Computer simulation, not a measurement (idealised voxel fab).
This section sets out a process module, namely voxel air gaps.
The cross-section on display is named cut; it measures 235 nm wide, and its cells are 5 nm squares.
Reading order for cross-sections: top band down to bottom band. Underlying form: a grid of square cells. Band size: one or more rows of cells. It is stipulated that each band's entry specify, in nanometres, the height of the top of the band and then that of its bottom, followed by the materials of the band in left-to-right sequence, each together with its width in nanometres. A single material marked by the word "all across" is understood to fill the band from edge to edge; the word "blank" is understood to denote empty space. All heights in this document are referenced to 0, defined as the level beneath which the wafer, as received, consists entirely of one material. The lowest band is not bounded below; it extends indefinitely downward and is written in the form "0 -> down". Width spec "30..40" -> top row of cells at first value, bottom row at second value, equal per-row change in between. "remains unaltered" (step): cross-section cells unchanged, all of them. "Unvented voids": sealed empty spaces, 8 cells or more, no open way to top, listed width x height at distance, with distance from the left edge and width, height and distance in nm. On a step's line, text after the settings is the simulator commenting on that step. "overlay nm" answers the question of how far to the right of plan the mask lay on a step that has a mask, and when it is negative the answer is to the left.
[This section lists the process steps that were planned]
1. RECEIVE with material Si
2. CONFORMAL_DEP with material SiO2, thk nm 15
3. CONFORMAL_DEP with material SiCN, thk nm 5
4. DIRECTIONAL_DEP with material SiO2, thk nm 35
5. MASKED_ETCH with tone open, mask id LINES, width nm 15, pitch nm 50, etch materials SiO2, depth nm 35, overlay nm 0
6. CONFORMAL_DEP with material TiN, thk nm 5
7. FILL_DEP with material W, thk nm 10
8. CMP with height nm 55
9. EPI with material Ru, thk nm 10
10. SELECTIVE_ETCH with etch materials SiO2, depth nm 45
11. CONFORMAL_DEP with material SiCN, thk nm 5
All wafers enter the flow in the same state. The width nm at step 5 differs from wafer to wafer, and the plan gives the value for the first wafer.
[The first of several wafers in cross-section, exactly as it reached us after step 1]
    0 -> down | Si all across
    Unvented voids: none
[The cross-section of the first of several wafers is given below for the end of the module, after its final step, step 11]
    70 -> 65 | blank 45 nm, SiCN 45 nm, blank 5 nm, SiCN 45 nm, blank 5 nm, SiCN 45 nm, blank 45 nm
    65 -> 55 | blank 45 nm, SiCN 5 nm, Ru 35 nm, SiCN 5 nm, blank 5 nm, SiCN 5 nm, Ru 35 nm, SiCN 5 nm, blank 5 nm, SiCN 5 nm, Ru 35 nm, SiCN 5 nm, blank 45 nm
    55 -> 50 | blank 45 nm, SiCN 15 nm, TiN 5 nm, W 5 nm, TiN 5 nm, SiCN 15 nm, blank 5 nm, SiCN 15 nm, TiN 5 nm, W 5 nm, TiN 5 nm, SiCN 15 nm, blank 5 nm, SiCN 15 nm, TiN 5 nm, W 5 nm, TiN 5 nm, SiCN 15 nm, blank 45 nm
    50 -> 25 | blank 55 nm, SiCN 5 nm, TiN 5 nm, W 5 nm, TiN 5 nm, SiCN 5 nm, blank 25 nm, SiCN 5 nm, TiN 5 nm, W 5 nm, TiN 5 nm, SiCN 5 nm, blank 25 nm, SiCN 5 nm, TiN 5 nm, W 5 nm, TiN 5 nm, SiCN 5 nm, blank 55 nm
    25 -> 20 | SiCN 60 nm, TiN 15 nm, SiCN 35 nm, TiN 15 nm, SiCN 35 nm, TiN 15 nm, SiCN 60 nm
    20 -> 15 | SiCN all across
    15 -> 0 | SiO2 all across
    0 -> down | Si all across
    Unvented voids: none
[Here's the last wafer cross-sectioned at the end of the module]
    70 -> 65 | blank 35 nm, SiCN 165 nm, blank 35 nm
    65 -> 55 | blank 35 nm, SiCN 5 nm, Ru 155 nm, SiCN 5 nm, blank 35 nm
    55 -> 50 | blank 35 nm, SiCN 15 nm, TiN 5 nm, W 25 nm, TiN 5 nm, SiO2 15 nm, TiN 5 nm, W 25 nm, TiN 5 nm, SiO2 15 nm, TiN 5 nm, W 25 nm, TiN 5 nm, SiCN 15 nm, blank 35 nm
    50 -> 25 | blank 45 nm, SiCN 5 nm, TiN 5 nm, W 25 nm, TiN 5 nm, SiO2 15 nm, TiN 5 nm, W 25 nm, TiN 5 nm, SiO2 15 nm, TiN 5 nm, W 25 nm, TiN 5 nm, SiCN 5 nm, blank 45 nm
    25 -> 20 | SiCN 50 nm, TiN 35 nm, SiO2 15 nm, TiN 35 nm, SiO2 15 nm, TiN 35 nm, SiCN 50 nm
    20 -> 15 | SiCN all across
    15 -> 0 | SiO2 all across
    0 -> down | Si all across
    Unvented voids: none
[The rows of the table below are wafers. Looking at the end of the module, a row counts, for every material, the cells the wafer has gained, shown as (+), or lost, shown as (-), since it was received; its closed voids come next]
width nm 15, +42 Ru, +172 SiCN, +141 SiO2, +45 TiN, +18 W, Unvented voids: none
width nm 20, +48 Ru, +172 SiCN, +141 SiO2, +48 TiN, +36 W, Unvented voids: 20 x 25 at 85; 20 x 25 at 135
width nm 25, +54 Ru, +164 SiCN, +141 SiO2, +51 TiN, +54 W, Unvented voids: 15 x 25 at 85; 15 x 25 at 135
width nm 30, +60 Ru, +120 SiCN, +197 SiO2, +54 TiN, +72 W, Unvented voids: none
width nm 35, +62 Ru, +120 SiCN, +183 SiO2, +57 TiN, +90 W, Unvented voids: none
